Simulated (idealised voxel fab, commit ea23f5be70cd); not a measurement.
This section sets out a process module, namely voxel gate over fins.
Square cell edge 5 nm, section width 200 nm, ID cut.
A cross-section is a grid of square cells, given in bands from the top down. A band is one or more rows of cells. For a band, the entry starts with two heights in nm, that of the top and then that of the bottom, and carries on with the band's materials in order from left to right, each alongside its width in nm; the word "full width" beside a single material means it fills the band edge to edge, and "blank" means empty space. Height is counted from the level 0, under which the received wafer is composed throughout of one material. The lowest of the bands is not closed at the bottom but continues downward, in the notation "0..down". Read "30 to 40" as a graded width: first number on top, second number at the bottom, same change between each pair of neighbouring rows. Take "nothing was modified" at face value: in the step it is given for, the cross-section changed in none of its cells. Closed-off voids of 8+ cells (no open route to the top) go in "Fully sealed cavities", written width x height at distance from the left edge, in nm. Heads up: the bit after the settings on a step's line is the simulator's remark on that step. overlay nm: step with mask; distance mask lay right of planned place; negative value = left of planned place.

# The process steps that were planned are listed below
1: RECEIVE, material Si
2: CONFORMAL_DEP, material SiN, thk nm 10
3: PATTERN, tone cover, mask id FINS, material resist, width nm 15, pitch nm 60, thk nm 15, overlay nm 0
4: DIRECTIONAL_ETCH, etch materials SiN, depth nm 10
5: DIRECTIONAL_ETCH, etch materials Si, depth nm 35
6: STRIP, etch materials resist
7: FILL_DEP, material SiO2, thk nm 5
8: CMP, height nm 10
9: DIRECTIONAL_DEP, material aC, thk nm 15
10: PATTERN, tone open, mask id RAIL, material resist, width nm 15, thk nm 30, overlay nm 0
11: DIRECTIONAL_ETCH, etch materials aC, depth nm 15
12: STRIP, etch materials resist
13: DIRECTIONAL_ETCH, etch materials SiO2, depth nm 40
14: STRIP, etch materials aC
15: CONFORMAL_DEP, material TiN, thk nm 5
16: FILL_DEP, material W, thk nm 5
17: CMP, height nm 10
18: SELECTIVE_ETCH, etch materials W Ru TiN, depth nm 30
19: FILL_DEP, material SiO2, thk nm 5
20: CMP, height nm 10
21: SELECTIVE_ETCH, etch materials SiO2, depth nm 25
22: STRIP, etch materials SiN
23: CONFORMAL_DEP, material HfO2, thk nm 5
24: CONFORMAL_DEP, material TiN, thk nm 5
25: CONFORMAL_DEP, material TiAl, thk nm 5
26: CONFORMAL_DEP, material TiN, thk nm 5
27: FILL_DEP, material W, thk nm 15
28: CMP, height nm 30
29: CONFORMAL_DEP, material SiCN, thk nm 5

# The first wafer of two, processed as planned

# Cross-section of the wafer upon arrival, representing the state reached after step 1
- 0..down | Si full width
- Fully sealed cavities: none

# Cross-section through the wafer, step 2 finished
- 10..0 | SiN full width
- Note: structure below 0 unchanged.

# Cross-section through the wafer, step 3 finished
- 25..10 | blank: 60, then resist: 15, then blank: 45, then resist: 15, then blank: 65
- Note: structure below 10 unchanged.

# Cross-section through the wafer, step 4 finished
- 25..10 | blank: 60, then resist: 15, then blank: 45, then resist: 15, then blank: 65
- 10..0 | blank: 60, then SiN: 15, then blank: 45, then SiN: 15, then blank: 65
- Note: structure below 0 unchanged.

# Cross-section through the wafer, step 5 finished
- 25..10 | blank: 60, then resist: 15, then blank: 45, then resist: 15, then blank: 65
- 10..0 | blank: 60, then SiN: 15, then blank: 45, then SiN: 15, then blank: 65
- 0..-35 | blank: 60, then Si: 15, then blank: 45, then Si: 15, then blank: 65
- Note: structure below -35 unchanged.

# Cross-section through the wafer, step 6 finished
- 10..0 | blank: 60, then SiN: 15, then blank: 45, then SiN: 15, then blank: 65
- Note: structure below 0 unchanged.

# Cross-section through the wafer, step 7 finished
- 15..10 | SiO2 full width
- 10..0 | SiO2: 60, then SiN: 15, then SiO2: 45, then SiN: 15, then SiO2: 65
- 0..-35 | SiO2: 60, then Si: 15, then SiO2: 45, then Si: 15, then SiO2: 65
- Note: structure below -35 unchanged.

# Cross-section through the wafer, step 8 finished
- 10..0 | SiO2: 60, then SiN: 15, then SiO2: 45, then SiN: 15, then SiO2: 65
- Note: structure below 0 unchanged.

# Cross-section through the wafer, step 9 finished
- 25..10 | aC full width
- Note: structure below 10 unchanged.

# Cross-section through the wafer, step 10 finished
- 55..25 | resist: 90, then blank: 15, then resist: 95
- Note: structure below 25 unchanged.

# Cross-section through the wafer, step 11 finished
- 40..25 | resist: 90, then blank: 15, then resist: 95
- 25..10 | aC: 90, then blank: 15, then aC: 95
- Note: structure below 10 unchanged.

# Cross-section through the wafer, step 12 finished
- 25..10 | aC: 90, then blank: 15, then aC: 95
- Note: structure below 10 unchanged.

# Cross-section through the wafer, step 13 finished
- 25..10 | aC: 90, then blank: 15, then aC: 95
- 10..0 | SiO2: 60, then SiN: 15, then SiO2: 15, then blank: 15, then SiO2: 15, then SiN: 15, then SiO2: 65
- 0..-30 | SiO2: 60, then Si: 15, then SiO2: 15, then blank: 15, then SiO2: 15, then Si: 15, then SiO2: 65
- Note: structure below -30 unchanged.

# Cross-section through the wafer, step 14 finished
- 10..0 | SiO2: 60, then SiN: 15, then SiO2: 15, then blank: 15, then SiO2: 15, then SiN: 15, then SiO2: 65
- Note: structure below 0 unchanged.

# Cross-section through the wafer, step 15 finished
- 15..10 | TiN: 95, then blank: 5, then TiN: 100
- 10..0 | SiO2: 60, then SiN: 15, then SiO2: 15, then TiN: 5, then blank: 5, then TiN: 5, then SiO2: 15, then SiN: 15, then SiO2: 65
- 0..-25 | SiO2: 60, then Si: 15, then SiO2: 15, then TiN: 5, then blank: 5, then TiN: 5, then SiO2: 15, then Si: 15, then SiO2: 65
- -25..-30 | SiO2: 60, then Si: 15, then SiO2: 15, then TiN: 15, then SiO2: 15, then Si: 15, then SiO2: 65
- Note: structure below -30 unchanged.

# Cross-section through the wafer, step 16 finished
- 20..15 | W full width
- 15..10 | TiN: 95, then W: 5, then TiN: 100
- 10..0 | SiO2: 60, then SiN: 15, then SiO2: 15, then TiN: 5, then W: 5, then TiN: 5, then SiO2: 15, then SiN: 15, then SiO2: 65
- 0..-25 | SiO2: 60, then Si: 15, then SiO2: 15, then TiN: 5, then W: 5, then TiN: 5, then SiO2: 15, then Si: 15, then SiO2: 65
- Note: structure below -25 unchanged.

# Cross-section through the wafer, step 17 finished
- 10..0 | SiO2: 60, then SiN: 15, then SiO2: 15, then TiN: 5, then W: 5, then TiN: 5, then SiO2: 15, then SiN: 15, then SiO2: 65
- Note: structure below 0 unchanged.

# Cross-section through the wafer, step 18 finished
- 10..0 | SiO2: 60, then SiN: 15, then SiO2: 15, then blank: 15, then SiO2: 15, then SiN: 15, then SiO2: 65
- 0..-20 | SiO2: 60, then Si: 15, then SiO2: 15, then blank: 15, then SiO2: 15, then Si: 15, then SiO2: 65
- Note: structure below -20 unchanged.

# Cross-section through the wafer, step 19 finished
- 15..10 | SiO2 full width
- 10..0 | SiO2: 60, then SiN: 15, then SiO2: 45, then SiN: 15, then SiO2: 65
- 0..-20 | SiO2: 60, then Si: 15, then SiO2: 45, then Si: 15, then SiO2: 65
- Note: structure below -20 unchanged.

# Cross-section through the wafer, step 20 finished
- 10..0 | SiO2: 60, then SiN: 15, then SiO2: 45, then SiN: 15, then SiO2: 65
- Note: structure below 0 unchanged.

# Cross-section through the wafer, step 21 finished
- 10..0 | blank: 60, then SiN: 15, then blank: 45, then SiN: 15, then blank: 65
- 0..-15 | blank: 60, then Si: 15, then blank: 45, then Si: 15, then blank: 65
- Note: structure below -15 unchanged.

# Cross-section through the wafer, step 22 finished
- 0..-15 | blank: 60, then Si: 15, then blank: 45, then Si: 15, then blank: 65
- Note: structure below -15 unchanged.

# Cross-section through the wafer, step 23 finished
- 5..0 | blank: 55, then HfO2: 25, then blank: 35, then HfO2: 25, then blank: 60
- 0..-10 | blank: 55, then HfO2: 5, then Si: 15, then HfO2: 5, then blank: 35, then HfO2: 5, then Si: 15, then HfO2: 5, then blank: 60
- -10..-15 | HfO2: 60, then Si: 15, then HfO2: 45, then Si: 15, then HfO2: 65
- Note: structure below -15 unchanged.

# Cross-section through the wafer, step 24 finished
- 10..5 | blank: 50, then TiN: 35, then blank: 25, then TiN: 35, then blank: 55
- 5..0 | blank: 50, then TiN: 5, then HfO2: 25, then TiN: 5, then blank: 25, then TiN: 5, then HfO2: 25, then TiN: 5, then blank: 55
- 0..-5 | blank: 50, then TiN: 5, then HfO2: 5, then Si: 15, then HfO2: 5, then TiN: 5, then blank: 25, then TiN: 5, then HfO2: 5, then Si: 15, then HfO2: 5, then TiN: 5, then blank: 55
- -5..-10 | TiN: 55, then HfO2: 5, then Si: 15, then HfO2: 5, then TiN: 35, then HfO2: 5, then Si: 15, then HfO2: 5, then TiN: 60
- Note: structure below -10 unchanged.

# Cross-section through the wafer, step 25 finished
- 15..10 | blank: 45, then TiAl: 45, then blank: 15, then TiAl: 45, then blank: 50
- 10..5 | blank: 45, then TiAl: 5, then TiN: 35, then TiAl: 5, then blank: 15, then TiAl: 5, then TiN: 35, then TiAl: 5, then blank: 50
- 5..0 | blank: 45, then TiAl: 5, then TiN: 5, then HfO2: 25, then TiN: 5, then TiAl: 5, then blank: 15, then TiAl: 5, then TiN: 5, then HfO2: 25, then TiN: 5, then TiAl: 5, then blank: 50
- 0..-5 | TiAl: 50, then TiN: 5, then HfO2: 5, then Si: 15, then HfO2: 5, then TiN: 5, then TiAl: 25, then TiN: 5, then HfO2: 5, then Si: 15, then HfO2: 5, then TiN: 5, then TiAl: 55
- Note: structure below -5 unchanged.

# Cross-section through the wafer, step 26 finished
- 20..15 | blank: 40, then TiN: 55, then blank: 5, then TiN: 55, then blank: 45
- 15..10 | blank: 40, then TiN: 5, then TiAl: 45, then TiN: 5, then blank: 5, then TiN: 5, then TiAl: 45, then TiN: 5, then blank: 45
- 10..5 | blank: 40, then TiN: 5, then TiAl: 5, then TiN: 35, then TiAl: 5, then TiN: 5, then blank: 5, then TiN: 5, then TiAl: 5, then TiN: 35, then TiAl: 5, then TiN: 5, then blank: 45
- 5..0 | TiN: 45, then TiAl: 5, then TiN: 5, then HfO2: 25, then TiN: 5, then TiAl: 5, then TiN: 15, then TiAl: 5, then TiN: 5, then HfO2: 25, then TiN: 5, then TiAl: 5, then TiN: 50
- Note: structure below 0 unchanged.

# Cross-section through the wafer, step 27 finished
- 35..20 | W full width
- 20..15 | W: 40, then TiN: 55, then W: 5, then TiN: 55, then W: 45
- 15..10 | W: 40, then TiN: 5, then TiAl: 45, then TiN: 5, then W: 5, then TiN: 5, then TiAl: 45, then TiN: 5, then W: 45
- 10..5 | W: 40, then TiN: 5, then TiAl: 5, then TiN: 35, then TiAl: 5, then TiN: 5, then W: 5, then TiN: 5, then TiAl: 5, then TiN: 35, then TiAl: 5, then TiN: 5, then W: 45
- Note: structure below 5 unchanged.

# Cross-section through the wafer, step 28 finished
- 30..20 | W full width
- Note: structure below 20 unchanged.

# Cross-section through the wafer, step 29 finished
- 35..30 | SiCN full width
- Note: structure below 30 unchanged.

# Now the other wafer: same start, same recipe, but we messed up one thing when running it. Up to and including step 4 it's the same as the first one

# Planned end of step 5: second wafer, cross-section
- 25..10 | blank: 60, then resist: 15, then blank: 45, then resist: 15, then blank: 65
- 10..0 | blank: 60, then SiN: 15, then blank: 45, then SiN: 15, then blank: 65
- 0..-70 | blank: 60, then Si: 15, then blank: 45, then Si: 15, then blank: 65
- Note: structure below -70 unchanged.

# Planned end of step 6: second wafer, cross-section
- 10..0 | blank: 60, then SiN: 15, then blank: 45, then SiN: 15, then blank: 65
- Note: structure below 0 unchanged.

# Planned end of step 7: second wafer, cross-section
- 15..10 | SiO2 full width
- 10..0 | SiO2: 60, then SiN: 15, then SiO2: 45, then SiN: 15, then SiO2: 65
- 0..-70 | SiO2: 60, then Si: 15, then SiO2: 45, then Si: 15, then SiO2: 65
- Note: structure below -70 unchanged.

# Planned end of step 8: second wafer, cross-section
- 10..0 | SiO2: 60, then SiN: 15, then SiO2: 45, then SiN: 15, then SiO2: 65
- Note: structure below 0 unchanged.

# Planned end of step 9: second wafer, cross-section
- 25..10 | aC full width
- Note: structure below 10 unchanged.

# Planned end of step 10: second wafer, cross-section
- 55..25 | resist: 90, then blank: 15, then resist: 95
- Note: structure below 25 unchanged.

# Planned end of step 11: second wafer, cross-section
- 40..25 | resist: 90, then blank: 15, then resist: 95
- 25..10 | aC: 90, then blank: 15, then aC: 95
- Note: structure below 10 unchanged.

# Planned end of step 12: second wafer, cross-section
- 25..10 | aC: 90, then blank: 15, then aC: 95
- Note: structure below 10 unchanged.

# Planned end of step 13: second wafer, cross-section
- 25..10 | aC: 90, then blank: 15, then aC: 95
- 10..0 | SiO2: 60, then SiN: 15, then SiO2: 15, then blank: 15, then SiO2: 15, then SiN: 15, then SiO2: 65
- 0..-30 | SiO2: 60, then Si: 15, then SiO2: 15, then blank: 15, then SiO2: 15, then Si: 15, then SiO2: 65
- Note: structure below -30 unchanged.

# Planned end of step 14: second wafer, cross-section
- 10..0 | SiO2: 60, then SiN: 15, then SiO2: 15, then blank: 15, then SiO2: 15, then SiN: 15, then SiO2: 65
- Note: structure below 0 unchanged.

# Planned end of step 15: second wafer, cross-section
- 15..10 | TiN: 95, then blank: 5, then TiN: 100
- 10..0 | SiO2: 60, then SiN: 15, then SiO2: 15, then TiN: 5, then blank: 5, then TiN: 5, then SiO2: 15, then SiN: 15, then SiO2: 65
- 0..-25 | SiO2: 60, then Si: 15, then SiO2: 15, then TiN: 5, then blank: 5, then TiN: 5, then SiO2: 15, then Si: 15, then SiO2: 65
- -25..-30 | SiO2: 60, then Si: 15, then SiO2: 15, then TiN: 15, then SiO2: 15, then Si: 15, then SiO2: 65
- Note: structure below -30 unchanged.

# Planned end of step 16: second wafer, cross-section
- 20..15 | W full width
- 15..10 | TiN: 95, then W: 5, then TiN: 100
- 10..0 | SiO2: 60, then SiN: 15, then SiO2: 15, then TiN: 5, then W: 5, then TiN: 5, then SiO2: 15, then SiN: 15, then SiO2: 65
- 0..-25 | SiO2: 60, then Si: 15, then SiO2: 15, then TiN: 5, then W: 5, then TiN: 5, then SiO2: 15, then Si: 15, then SiO2: 65
- Note: structure below -25 unchanged.

# Planned end of step 17: second wafer, cross-section
- 10..0 | SiO2: 60, then SiN: 15, then SiO2: 15, then TiN: 5, then W: 5, then TiN: 5, then SiO2: 15, then SiN: 15, then SiO2: 65
- Note: structure below 0 unchanged.

# Planned end of step 18: second wafer, cross-section
- 10..0 | SiO2: 60, then SiN: 15, then SiO2: 15, then blank: 15, then SiO2: 15, then SiN: 15, then SiO2: 65
- 0..-20 | SiO2: 60, then Si: 15, then SiO2: 15, then blank: 15, then SiO2: 15, then Si: 15, then SiO2: 65
- Note: structure below -20 unchanged.

# Planned end of step 19: second wafer, cross-section
- 15..10 | SiO2 full width
- 10..0 | SiO2: 60, then SiN: 15, then SiO2: 45, then SiN: 15, then SiO2: 65
- 0..-20 | SiO2: 60, then Si: 15, then SiO2: 45, then Si: 15, then SiO2: 65
- Note: structure below -20 unchanged.

# Planned end of step 20: second wafer, cross-section
- 10..0 | SiO2: 60, then SiN: 15, then SiO2: 45, then SiN: 15, then SiO2: 65
- Note: structure below 0 unchanged.

# Planned end of step 21: second wafer, cross-section
- 10..0 | blank: 60, then SiN: 15, then blank: 45, then SiN: 15, then blank: 65
- 0..-15 | blank: 60, then Si: 15, then blank: 45, then Si: 15, then blank: 65
- Note: structure below -15 unchanged.

# Planned end of step 22: second wafer, cross-section
- 0..-15 | blank: 60, then Si: 15, then blank: 45, then Si: 15, then blank: 65
- Note: structure below -15 unchanged.

# Planned end of step 23: second wafer, cross-section
- 5..0 | blank: 55, then HfO2: 25, then blank: 35, then HfO2: 25, then blank: 60
- 0..-10 | blank: 55, then HfO2: 5, then Si: 15, then HfO2: 5, then blank: 35, then HfO2: 5, then Si: 15, then HfO2: 5, then blank: 60
- -10..-15 | HfO2: 60, then Si: 15, then HfO2: 45, then Si: 15, then HfO2: 65
- Note: structure below -15 unchanged.

# Planned end of step 24: second wafer, cross-section
- 10..5 | blank: 50, then TiN: 35, then blank: 25, then TiN: 35, then blank: 55
- 5..0 | blank: 50, then TiN: 5, then HfO2: 25, then TiN: 5, then blank: 25, then TiN: 5, then HfO2: 25, then TiN: 5, then blank: 55
- 0..-5 | blank: 50, then TiN: 5, then HfO2: 5, then Si: 15, then HfO2: 5, then TiN: 5, then blank: 25, then TiN: 5, then HfO2: 5, then Si: 15, then HfO2: 5, then TiN: 5, then blank: 55
- -5..-10 | TiN: 55, then HfO2: 5, then Si: 15, then HfO2: 5, then TiN: 35, then HfO2: 5, then Si: 15, then HfO2: 5, then TiN: 60
- Note: structure below -10 unchanged.

# Planned end of step 25: second wafer, cross-section
- 15..10 | blank: 45, then TiAl: 45, then blank: 15, then TiAl: 45, then blank: 50
- 10..5 | blank: 45, then TiAl: 5, then TiN: 35, then TiAl: 5, then blank: 15, then TiAl: 5, then TiN: 35, then TiAl: 5, then blank: 50
- 5..0 | blank: 45, then TiAl: 5, then TiN: 5, then HfO2: 25, then TiN: 5, then TiAl: 5, then blank: 15, then TiAl: 5, then TiN: 5, then HfO2: 25, then TiN: 5, then TiAl: 5, then blank: 50
- 0..-5 | TiAl: 50, then TiN: 5, then HfO2: 5, then Si: 15, then HfO2: 5, then TiN: 5, then TiAl: 25, then TiN: 5, then HfO2: 5, then Si: 15, then HfO2: 5, then TiN: 5, then TiAl: 55
- Note: structure below -5 unchanged.

# Planned end of step 26: second wafer, cross-section
- 20..15 | blank: 40, then TiN: 55, then blank: 5, then TiN: 55, then blank: 45
- 15..10 | blank: 40, then TiN: 5, then TiAl: 45, then TiN: 5, then blank: 5, then TiN: 5, then TiAl: 45, then TiN: 5, then blank: 45
- 10..5 | blank: 40, then TiN: 5, then TiAl: 5, then TiN: 35, then TiAl: 5, then TiN: 5, then blank: 5, then TiN: 5, then TiAl: 5, then TiN: 35, then TiAl: 5, then TiN: 5, then blank: 45
- 5..0 | TiN: 45, then TiAl: 5, then TiN: 5, then HfO2: 25, then TiN: 5, then TiAl: 5, then TiN: 15, then TiAl: 5, then TiN: 5, then HfO2: 25, then TiN: 5, then TiAl: 5, then TiN: 50
- Note: structure below 0 unchanged.

# Planned end of step 27: second wafer, cross-section
- 35..20 | W full width
- 20..15 | W: 40, then TiN: 55, then W: 5, then TiN: 55, then W: 45
- 15..10 | W: 40, then TiN: 5, then TiAl: 45, then TiN: 5, then W: 5, then TiN: 5, then TiAl: 45, then TiN: 5, then W: 45
- 10..5 | W: 40, then TiN: 5, then TiAl: 5, then TiN: 35, then TiAl: 5, then TiN: 5, then W: 5, then TiN: 5, then TiAl: 5, then TiN: 35, then TiAl: 5, then TiN: 5, then W: 45
- Note: structure below 5 unchanged.

# Planned end of step 28: second wafer, cross-section
- 30..20 | W full width
- Note: structure below 20 unchanged.

# Planned end of step 29: second wafer, cross-section
- 35..30 | SiCN full width
- Note: structure below 30 unchanged.
Deviation from plan: step 5 of the plan saw execution twice
FYI, end of process, the second wafer has more or fewer cells of some materials than the first: Si -238 | SiO2 +238
